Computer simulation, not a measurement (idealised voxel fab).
Process module, titled voxel released beams
For reference, the cross-section in this document is cut, with width 195 nm and square cells of 5 nm.
Cross-section layout: square cells on a grid; listed as bands, top to bottom; a band spans one or more cell rows. In this notation a band is specified by the heights of its top and bottom, in that order and in nm, after which its materials appear from left to right, each paired with its width in nm. The word "everywhere" attached to a single material means that material fills the band from edge to edge; the word "blank" stands for empty space. Height reference: 0 = level under which incoming wafer is all one material. Lowest band: no bottom, runs on downward, e.g. "top 0, no bottom". When a width is written as two numbers, as in "30 to 40", the first number is the width in the top row of cells of the band and the second is the width in its bottom row, and the width changes by the same amount from each row to the next. Reading "no modifications" for a step: not a cell of the cross-section changed in it. Look at "Sealed void inventory" for the closed voids: empty spaces with no open path to the top, sized 8 cells or up. Each is width x height at distance, distance from the left edge, all nm. Heads up: the bit after the settings on a step's line is the simulator's remark on that step. For masked steps, "overlay nm" on the step line gives how far right of plan the mask actually lay; a minus sign means it lay to the left.
Planned step list for the process:
| 1 | op RECEIVE | material Si |
| 2 | op CONFORMAL_DEP | material SiN | thk nm 10 |
| 3 | op DIRECTIONAL_DEP | material SiO2 | thk nm 20 |
| 4 | op MASKED_ETCH | tone open | mask id ANCHOR | width nm 45 | etch materials SiO2 | depth nm 20 | overlay nm 0 |
| 5 | op CONFORMAL_DEP | material TiN | thk nm 15 |
| 6 | op PATTERN | tone cover | mask id BEAM | material resist | width nm 125 | thk nm 15 | overlay nm 0 |
| 7 | op DIRECTIONAL_ETCH | etch materials TiN | depth nm 15 |
| 8 | op STRIP | etch materials resist |
| 9 | op STRIP | etch materials SiO2 |
As received (post step 1): cross-section:
- top 0, no bottom: Si everywhere
- Sealed void inventory: none
First of two wafers at the end of the module, shown in cross-section; run carried out as planned:
- top 45, bottom 30: blank (30), then TiN (20), then blank (15), then TiN (90), then blank (40)
- top 30, bottom 25: blank (35), then TiN (15), then blank (15), then TiN (15), then blank (115)
- top 25, bottom 10: blank (35), then TiN (45), then blank (115)
- top 10, bottom 0: SiN everywhere
- top 0, no bottom: Si everywhere
- Sealed void inventory: none
Cross-section, wafer two of two, end of module: same start and plan as wafer one, one error in execution:
- top 35, bottom 20: blank (30), then TiN (20), then blank (15), then TiN (90), then blank (40)
- top 20, bottom 15: blank (35), then TiN (15), then blank (15), then TiN (15), then blank (115)
- top 15, bottom 0: blank (35), then TiN (45), then blank (115)
- top 0, no bottom: Si everywhere
- Sealed void inventory: none
Nonconformance to the process plan: plan step 2 skipped
Heads up, by the end the second wafer has more or fewer cells of some materials compared to the first: SiN: 78 fewer
